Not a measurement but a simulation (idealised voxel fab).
Presented below is a process module, voxel transistor to metal.
Cross-section cut spans 145 nm and uses square cells 5 nm in size.
Cross-section = grid of square cells, listed top down in bands; band = one or more rows. Band: top height; bottom height; in nm. Then, left to right: material with width in nm, for each material. "throughout": a single material spanning edge to edge. "air": empty space. Heights are measured from 0, the level below which the as-received wafer is all one material; the lowest band has no bottom and continues downward, written as in "top 0, no bottom". So if you see something like "30 to 40" for the width, read it as the top row of the band sitting at the first number and the bottom row at the second, with every row in between moving by the same amount as the last. "no change occurred" after a step means that no cell of the cross-section changed. In the "Trapped cavities" entry, you get each enclosed empty space of 8 cells or more, one with no open way to the top, written width x height at distance, distance from the left edge, in nm. Past the settings on a step's line: simulator remark, on that step. Regarding "overlay nm": on a step with a mask, it is the distance the mask lay to the right of its planned place; a negative value places it to the left.

### Here's what the planned process steps look like
step 1: RECEIVE (material Si)
step 2: CONFORMAL_DEP (material SiO2; thk nm 5)
step 3: CONFORMAL_DEP (material SiN; thk nm 15)
step 4: DIRECTIONAL_DEP (material aC; thk nm 10)
step 5: PATTERN (tone cover; mask id ACTIVE; material resist; width nm 100; thk nm 25; overlay nm 0)
step 6: DIRECTIONAL_ETCH (etch materials aC; depth nm 10)
step 7: STRIP (etch materials resist)
step 8: DIRECTIONAL_ETCH (etch materials SiN; depth nm 15)
step 9: DIRECTIONAL_ETCH (etch materials SiO2; depth nm 5)
step 10: DIRECTIONAL_ETCH (etch materials Si; depth nm 20)
step 11: STRIP (etch materials aC)
step 12: FILL_DEP (material SiO2; thk nm 15)
step 13: CMP (height nm 20)
step 14: SELECTIVE_ETCH (etch materials SiO2; depth nm 15)
step 15: STRIP (etch materials SiN)
step 16: SELECTIVE_ETCH (etch materials SiO2; depth nm 5)
step 17: OXIDIZE (depth nm 5)
step 18: DIRECTIONAL_DEP (material polySi; thk nm 25)
step 19: DIRECTIONAL_DEP (material SiCN; thk nm 10)
step 20: MASKED_ETCH (tone cover; mask id GATE; width nm 20; etch materials SiCN; depth nm 20; overlay nm 0)
step 21: MASKED_ETCH (tone cover; mask id GATE; width nm 20; etch materials polySi; depth nm 35; overlay nm 0)
step 22: CONFORMAL_DEP (material SiO2; thk nm 5)
step 23: DIRECTIONAL_ETCH (etch materials SiO2; depth nm 5)
step 24: CONFORMAL_DEP (material SiN; thk nm 10)
step 25: DIRECTIONAL_ETCH (etch materials SiN; depth nm 10)
step 26: DIRECTIONAL_ETCH (etch materials SiO2; depth nm 5)
step 27: DIRECTIONAL_ETCH (etch materials Si; depth nm 5)
step 28: EPI (material pSi; thk nm 10)
step 29: FILL_DEP (material SiO2; thk nm 10)
step 30: CMP (height nm 35)
step 31: DIRECTIONAL_DEP (material SiO2; thk nm 15)
step 32: MASKED_ETCH (tone open; mask id CONTACT; width nm 20; pitch nm 70; etch materials SiO2; depth nm 50; overlay nm 0)
step 33: CONFORMAL_DEP (material TiN; thk nm 5)
step 34: FILL_DEP (material W; thk nm 10)
step 35: CMP (height nm 50)
step 36: CONFORMAL_DEP (material SiN; thk nm 5)
step 37: DIRECTIONAL_DEP (material lowk; thk nm 15)
step 38: MASKED_ETCH (tone open; mask id METAL_1; width nm 20; pitch nm 70; etch materials lowk; depth nm 15; overlay nm 0)
step 39: MASKED_ETCH (tone open; mask id METAL_1; width nm 20; pitch nm 70; etch materials SiN; depth nm 5; overlay nm 0)
step 40: CONFORMAL_DEP (material TiN; thk nm 5)
step 41: FILL_DEP (material Cu; thk nm 10)
step 42: CMP (height nm 70)
step 43: CONFORMAL_DEP (material SiCN; thk nm 5)
step 44: DIRECTIONAL_DEP (material lowk; thk nm 30)
step 45: DIRECTIONAL_DEP (material aC; thk nm 10)
step 46: PATTERN (tone open; mask id METAL_2; material resist; width nm 20; pitch nm 70; thk nm 30; overlay nm 0)
step 47: DIRECTIONAL_ETCH (etch materials aC; depth nm 10)
step 48: STRIP (etch materials resist)
step 49: DIRECTIONAL_ETCH (etch materials lowk; depth nm 15)
step 50: STRIP (etch materials aC)
step 51: DIRECTIONAL_DEP (material aC; thk nm 10)
step 52: PATTERN (tone open; mask id METAL_2_HOLES; material resist; width nm 15; pitch nm 70; thk nm 30; overlay nm 0)
step 53: DIRECTIONAL_ETCH (etch materials aC; depth nm 10)
step 54: STRIP (etch materials resist)
step 55: DIRECTIONAL_ETCH (etch materials lowk; depth nm 15)
step 56: DIRECTIONAL_ETCH (etch materials SiCN; depth nm 5)
step 57: STRIP (etch materials aC)
step 58: CONFORMAL_DEP (material TiN; thk nm 5)
step 59: FILL_DEP (material Ru; thk nm 10)
step 60: CMP (height nm 105)
step 61: CONFORMAL_DEP (material SiCN; thk nm 5)

### Delivered wafer in cross-section: state after step 1
- top 0, no bottom | Si throughout
- Trapped cavities: none

### What the wafer looks like in cross-section after this module, when it starts as shown above and follows the plan above but one mistake is made in running it
- top 110, bottom 105 | SiCN throughout
- top 105, bottom 90 | lowk 25, then TiN 5, then Ru 5, then TiN 5, then lowk 55, then TiN 5, then Ru 5, then TiN 5, then lowk 35
- top 90, bottom 85 | SiCN 25, then TiN 15, then SiCN 55, then TiN 15, then SiCN 35
- top 85, bottom 75 | Cu throughout
- top 75, bottom 70 | TiN 30, then Cu 10, then TiN 60, then Cu 10, then TiN 35
- top 70, bottom 55 | lowk 25, then TiN 5, then Cu 10, then TiN 5, then lowk 50, then TiN 5, then Cu 10, then TiN 5, then lowk 30
- top 55, bottom 50 | SiN 25, then TiN 20, then SiN 50, then TiN 20, then SiN 30
- top 50, bottom 35 | SiO2 25, then TiN 5, then W 10, then TiN 5, then SiO2 50, then TiN 5, then W 10, then TiN 5, then SiO2 30
- top 35, bottom 25 | SiO2 25, then TiN 5, then W 10, then TiN 5, then SiN 10, then SiO2 5, then SiCN 20, then SiO2 5, then SiN 10, then TiN 5, then W 10, then TiN 5, then SiO2 30
- top 25, bottom 10 | SiO2 25, then TiN 5, then W 10, then TiN 5, then SiN 10, then SiO2 5, then polySi 20, then SiO2 5, then SiN 10, then TiN 5, then W 10, then TiN 5, then SiO2 30
- top 10, bottom 5 | SiO2 25, then TiN 20, then SiN 10, then SiO2 5, then polySi 20, then SiO2 5, then SiN 10, then TiN 20, then SiO2 30
- top 5, bottom 0 | SiO2 25, then TiN 10, then pSi 10, then SiN 10, then SiO2 5, then polySi 20, then SiO2 5, then SiN 10, then pSi 10, then TiN 10, then SiO2 30
- top 0, bottom -5 | SiO2 15, then pSi 30, then SiO2 50, then pSi 30, then SiO2 20
- top -5, bottom -10 | SiO2 20, then pSi 25, then Si 50, then pSi 25, then SiO2 25
- top -10, bottom -20 | SiO2 20, then Si 100, then SiO2 25
- top -20, no bottom | Si throughout
- Trapped cavities: none
In executing the process, a mistake was made relative to the plan: step 42 was dropped from the plan's execution and never run
